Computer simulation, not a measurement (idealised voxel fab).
Process module, titled voxel trench capacitor
FYI the section here is cut, 190 nm wide, cells are 5 nm squares.
The cross-sections in this document take the form of a grid made of square cells. They are written out as bands, in order from top to bottom. Each band consists of one or more rows of cells.
This entry defines a band. It first specifies the height of the band's top and the height of its bottom in nm, and then specifies the band's materials from left to right, stating each material with its width in nm. The word "throughout" identifies a single material that fills the band from edge to edge, while the word "air" identifies empty space.
All heights in this document are referenced to 0, defined as the level beneath which the wafer, as received, consists entirely of one material. The lowest band is not bounded below; it extends indefinitely downward and is written in the form "0 -> down".
Note: "30->40" means the width goes from the first number (top row of the band) to the second number (bottom row) in equal steps per row of cells.
Basically "same as before" means that step didn't change any cell in the cross-section.
Voids not open to the top, 8 cells minimum: see "Enclosed cavities". Written width x height at distance; distance is from the left edge; nm.
On a step's line, text after the settings is the simulator commenting on that step.
overlay nm: right-of-plan distance of the mask on a masked step; negative values mean left-of-plan.

-- Intended process steps
| 1 | RECEIVE [material Si] |
| 2 | CONFORMAL_DEP [material SiN] [thk nm 5] |
| 3 | DIRECTIONAL_DEP [material aC] [thk nm 10] |
| 4 | PATTERN [tone open] [mask id TRENCH] [material resist] [width nm 20] [pitch nm 55] [thk nm 25] [overlay nm 0] |
| 5 | DIRECTIONAL_ETCH [etch materials aC] [depth nm 10] |
| 6 | STRIP [etch materials resist] |
| 7 | DIRECTIONAL_ETCH [etch materials SiN] [depth nm 5] |
| 8 | DIRECTIONAL_ETCH [etch materials Si] [depth nm 30] |
| 9 | STRIP [etch materials aC] |
| 10 | CONFORMAL_DEP [material HfO2] [thk nm 5] |
| 11 | CONFORMAL_DEP [material TiN] [thk nm 5] |
| 12 | FILL_DEP [material W] [thk nm 10] |
| 13 | CMP [height nm 5] |
Keep in mind the plan's value for the width nm of step 4 comes from the first wafer; the wafers don't share that setting, but they do share the same starting point.

-- Cross-section: the first of several wafers in its as-received state, i.e. following step 1
- 0 -> down  Si throughout
- Enclosed cavities: none

-- Below is a per-wafer table. In it, each row describes the wafer at the end of the module by giving, for each material, the number of cells gained (+) or lost (-) since the wafer was received, and after that the closed voids of the wafer
width nm 20 | +48 HfO2 | -72 Si | +26 SiN | +36 TiN | Enclosed cavities: none
width nm 25 | +51 HfO2 | -90 Si | +23 SiN | +39 TiN | +15 W | Enclosed cavities: none
width nm 30 | +54 HfO2 | -108 Si | +20 SiN | +42 TiN | +30 W | Enclosed cavities: none
width nm 35 | +57 HfO2 | -126 Si | +17 SiN | +45 TiN | +45 W | Enclosed cavities: none
width nm 40 | +60 HfO2 | -144 Si | +14 SiN | +48 TiN | +60 W | Enclosed cavities: none
